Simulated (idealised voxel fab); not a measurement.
This is a process module. Its name is voxel capacitor over wiring.
For reference, the cross-section in this document is cut, with width 210 nm and square cells of 5 nm.
Heads up, the way a cross-section reads in here is a grid of square cells, handed over as bands from the top down, with every band being one or more rows of cells.
Per band: top height and bottom height in nm, followed by the left-to-right materials and their widths in nm; "full width" marks a single material spanning edge to edge, "blank" marks empty space.
Heights are measured from 0, the level below which the as-received wafer is all one material; the lowest band has no bottom and continues downward, written as in "0 -> down".
You'd read "30 to 40" like this: the band's top row of cells is as wide as the first number, its bottom row is as wide as the second, and going down, every row changes width by the same amount as the row before did.
"left unchanged", as given for a step, is the statement that not any cell of the cross-section underwent a change during that step.
What "Listed closed voids" gives you is every empty space of 8 cells or more that is cut off from the top. Each appears as width x height at distance, with the distance taken from the left edge and width, height and distance all in nm.
Past the settings on a step's line: simulator remark, on that step.
The optional step-line setting "overlay nm" applies to steps with a mask and quantifies how far to the right of its planned location the mask lay, a negative value indicating leftward placement.

-- Listed below are the process steps as planned
1) op RECEIVE | material Si
2) op CONFORMAL_DEP | material SiO2 | thk nm 10
3) op CONFORMAL_DEP | material SiCN | thk nm 5
4) op DIRECTIONAL_DEP | material lowk | thk nm 25
5) op PATTERN | tone open | mask id METAL_1 | material resist | width nm 25 | pitch nm 90 | thk nm 20 | overlay nm 0
6) op DIRECTIONAL_ETCH | etch materials lowk | depth nm 25
7) op DIRECTIONAL_ETCH | etch materials SiCN | depth nm 5
8) op STRIP | etch materials resist
9) op CONFORMAL_DEP | material TiN | thk nm 5
10) op FILL_DEP | material Ru | thk nm 10
11) op CMP | height nm 40
12) op CONFORMAL_DEP | material SiCN | thk nm 5
13) op DIRECTIONAL_DEP | material SiO2 | thk nm 20
14) op PATTERN | tone open | mask id PLUG_1 | material resist | width nm 15 | thk nm 20 | overlay nm 0
15) op DIRECTIONAL_ETCH | etch materials SiO2 | depth nm 20
16) op DIRECTIONAL_ETCH | etch materials SiCN | depth nm 5
17) op STRIP | etch materials resist
18) op EPI | material Ru | thk nm 10
19) op EPI | material Ru | thk nm 10
20) op EPI | material Ru | thk nm 5
21) op DIRECTIONAL_DEP | material TiN | thk nm 5
22) op DIRECTIONAL_DEP | material Al2O3 | thk nm 5
23) op DIRECTIONAL_DEP | material TiN | thk nm 5
24) op DIRECTIONAL_DEP | material aC | thk nm 15
25) op PATTERN | tone cover | mask id UPPER_PLATE | material resist | width nm 70 | thk nm 35 | overlay nm 0
26) op DIRECTIONAL_ETCH | etch materials aC | depth nm 15
27) op STRIP | etch materials resist
28) op DIRECTIONAL_ETCH | etch materials TiN | depth nm 5
29) op DIRECTIONAL_ETCH | etch materials Al2O3 | depth nm 5
30) op STRIP | etch materials aC
31) op DIRECTIONAL_DEP | material aC | thk nm 10
32) op PATTERN | tone cover | mask id LOWER_PLATE | material resist | width nm 80 | thk nm 25 | overlay nm 0
33) op DIRECTIONAL_ETCH | etch materials aC | depth nm 10
34) op STRIP | etch materials resist
35) op DIRECTIONAL_ETCH | etch materials TiN | depth nm 5
36) op STRIP | etch materials aC
37) op FILL_DEP | material SiO2 | thk nm 20
38) op CMP | height nm 95
39) op PATTERN | tone open | mask id PLUG_2 | material resist | width nm 15 | thk nm 20 | overlay nm 0
40) op DIRECTIONAL_ETCH | etch materials SiO2 | depth nm 15
41) op STRIP | etch materials resist
42) op CONFORMAL_DEP | material TiN | thk nm 5
43) op FILL_DEP | material W | thk nm 10
44) op CMP | height nm 95
45) op CONFORMAL_DEP | material SiN | thk nm 5

-- Delivered wafer in cross-section: state after step 1
- 0 -> down: Si full width
- Listed closed voids: none

-- Result of the module, cross-sectioned: start per above, plan per above, one error in how it was run
- 100 -> 95: SiN full width
- 95 -> 85: SiO2 65, then TiN 5, then W 5, then TiN 5, then SiO2 130
- 85 -> 75: SiO2 65, then TiN 15 to 65, then SiO2 130 to 80
- 75 -> 70: SiO2 65, then Al2O3 70, then SiO2 75
- 70 -> 65: SiO2 50, then TiN 85, then SiO2 75
- 65 -> 45: SiO2 55, then Ru 15, then SiO2 140
- 45 -> 40: SiCN 55, then Ru 15, then SiCN 140
- 40 -> 15: lowk 45, then TiN 5, then Ru 15, then TiN 5, then lowk 65, then TiN 5, then Ru 15, then TiN 5, then lowk 50
- 15 -> 10: SiCN 45, then TiN 25, then SiCN 65, then TiN 25, then SiCN 50
- 10 -> 0: SiO2 full width
- 0 -> down: Si full width
- Listed closed voids: none
Plan not followed: step 25 did not happen as planned, as run it was op PATTERN | tone cover | mask id UPPER_PLATE | material resist | width nm 70 | thk nm 35 | overlay nm 10
